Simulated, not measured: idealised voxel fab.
Name of the process module below: voxel gate over fins
Section cut is 280 nm wide and gridded with 5 nm square cells.
A cross-section is written here as square cells arranged in a grid, and it is given in bands from the top down, each band taking up one or more rows of cells. Read a band's entry like this: the first values are the height of its top and the height of its bottom in nm, and what follows is the sequence of materials from left to right, each with its width in nm. Note that "air" is empty space, and that a single material marked "throughout" reaches across the band from edge to edge. It should be noted that heights are counted from 0, beneath which the wafer as supplied is of one material throughout, and that the lowest band possesses no lower boundary but continues downward, as written in "0 and below". Read "30->40" as a graded width: first number on top, second number at the bottom, same change between each pair of neighbouring rows. The designation "nothing different", where it is given for a processing step, indicates that no cell of the cross-section was altered in the course of that step. Entry "Completely enclosed voids" = empty spaces >= 8 cells with no open way to the top; each as width x height at distance, distance from left edge, all nm. Anything after a step's settings on that line? It's the simulator's own note about the step. overlay nm: on a step with a mask, how far right of its planned place the mask lay; negative means left.
## Below is the list of planned process steps
1) RECEIVE, material Si
2) CONFORMAL_DEP, material SiN, thk nm 10
3) DIRECTIONAL_DEP, material aC, thk nm 10
4) PATTERN, tone cover, mask id FINS, material resist, width nm 15, pitch nm 60, thk nm 30, overlay nm 0
5) DIRECTIONAL_ETCH, etch materials aC, depth nm 10
6) STRIP, etch materials resist
7) DIRECTIONAL_ETCH, etch materials SiN, depth nm 10
8) DIRECTIONAL_ETCH, etch materials Si, depth nm 35
9) STRIP, etch materials aC
10) FILL_DEP, material SiO2, thk nm 15
11) CMP, height nm 10
12) DIRECTIONAL_DEP, material aC, thk nm 10
13) PATTERN, tone open, mask id RAIL, material resist, width nm 15, thk nm 25, overlay nm 0
14) DIRECTIONAL_ETCH, etch materials aC, depth nm 10
15) STRIP, etch materials resist
16) DIRECTIONAL_ETCH, etch materials SiO2, depth nm 40
17) STRIP, etch materials aC
18) CONFORMAL_DEP, material TiN, thk nm 5
19) FILL_DEP, material W, thk nm 5
20) CMP, height nm 10
21) SELECTIVE_ETCH, etch materials W Ru TiN, depth nm 30
22) FILL_DEP, material SiO2, thk nm 5
23) CMP, height nm 10
24) SELECTIVE_ETCH, etch materials SiO2, depth nm 25
25) STRIP, etch materials SiN
26) CONFORMAL_DEP, material HfO2, thk nm 5
27) CONFORMAL_DEP, material TiN, thk nm 5
28) CONFORMAL_DEP, material TiAl, thk nm 5
29) CONFORMAL_DEP, material TiN, thk nm 5
30) FILL_DEP, material W, thk nm 10
31) CMP, height nm 25
32) CONFORMAL_DEP, material SiCN, thk nm 10
## Shown in cross-section is the wafer as received, that is, as it stands after step 1
* 0 and below  Si throughout
* Completely enclosed voids: none
## Starting structure and process plan are as shown above, but one mistake was made in running the module; the wafer cross-section at the end of the module follows
* 35 down to 25  SiCN throughout
* 25 down to 15  10 of W  255 of TiN  15 of W
* 15 down to 10  25 of TiN  45 of TiAl  15 of TiN  45 of TiAl  15 of TiN  45 of TiAl  15 of TiN  45 of TiAl  30 of TiN
* 10 down to 5  25 of TiN  5 of TiAl  35 of TiN  5 of TiAl  15 of TiN  5 of TiAl  35 of TiN  5 of TiAl  15 of TiN  5 of TiAl  35 of TiN  5 of TiAl  15 of TiN  5 of TiAl  35 of TiN  5 of TiAl  30 of TiN
* 5 down to 0  25 of TiN  5 of TiAl  5 of TiN  25 of HfO2  5 of TiN  5 of TiAl  15 of TiN  5 of TiAl  5 of TiN  25 of HfO2  5 of TiN  5 of TiAl  15 of TiN  5 of TiAl  5 of TiN  25 of HfO2  5 of TiN  5 of TiAl  15 of TiN  5 of TiAl  5 of TiN  25 of HfO2  5 of TiN  5 of TiAl  30 of TiN
* 0 down to -5  30 of TiAl  5 of TiN  5 of HfO2  15 of Si  5 of HfO2  5 of TiN  25 of TiAl  5 of TiN  5 of HfO2  15 of Si  5 of HfO2  5 of TiN  25 of TiAl  5 of TiN  5 of HfO2  15 of Si  5 of HfO2  5 of TiN  25 of TiAl  5 of TiN  5 of HfO2  15 of Si  5 of HfO2  5 of TiN  35 of TiAl
* -5 down to -10  35 of TiN  5 of HfO2  15 of Si  5 of HfO2  35 of TiN  5 of HfO2  15 of Si  5 of HfO2  35 of TiN  5 of HfO2  15 of Si  5 of HfO2  35 of TiN  5 of HfO2  15 of Si  5 of HfO2  40 of TiN
* -10 down to -15  40 of HfO2  15 of Si  45 of HfO2  15 of Si  45 of HfO2  15 of Si  45 of HfO2  15 of Si  45 of HfO2
* -15 down to -20  40 of SiO2  15 of Si  45 of SiO2  15 of Si  45 of SiO2  15 of Si  45 of SiO2  15 of Si  45 of SiO2
* -20 down to -25  40 of SiO2  15 of Si  15 of SiO2  5 of TiN  5 of W  5 of TiN  15 of SiO2  15 of Si  45 of SiO2  15 of Si  45 of SiO2  15 of Si  45 of SiO2
* -25 down to -30  40 of SiO2  15 of Si  15 of SiO2  15 of TiN  15 of SiO2  15 of Si  45 of SiO2  15 of Si  45 of SiO2  15 of Si  45 of SiO2
* -30 down to -35  40 of SiO2  15 of Si  45 of SiO2  15 of Si  45 of SiO2  15 of Si  45 of SiO2  15 of Si  45 of SiO2
* -35 and below  Si throughout
* Completely enclosed voids: none
The mistake made against the process plan was this: step 29 ran as: CONFORMAL_DEP, material TiN, thk nm 15
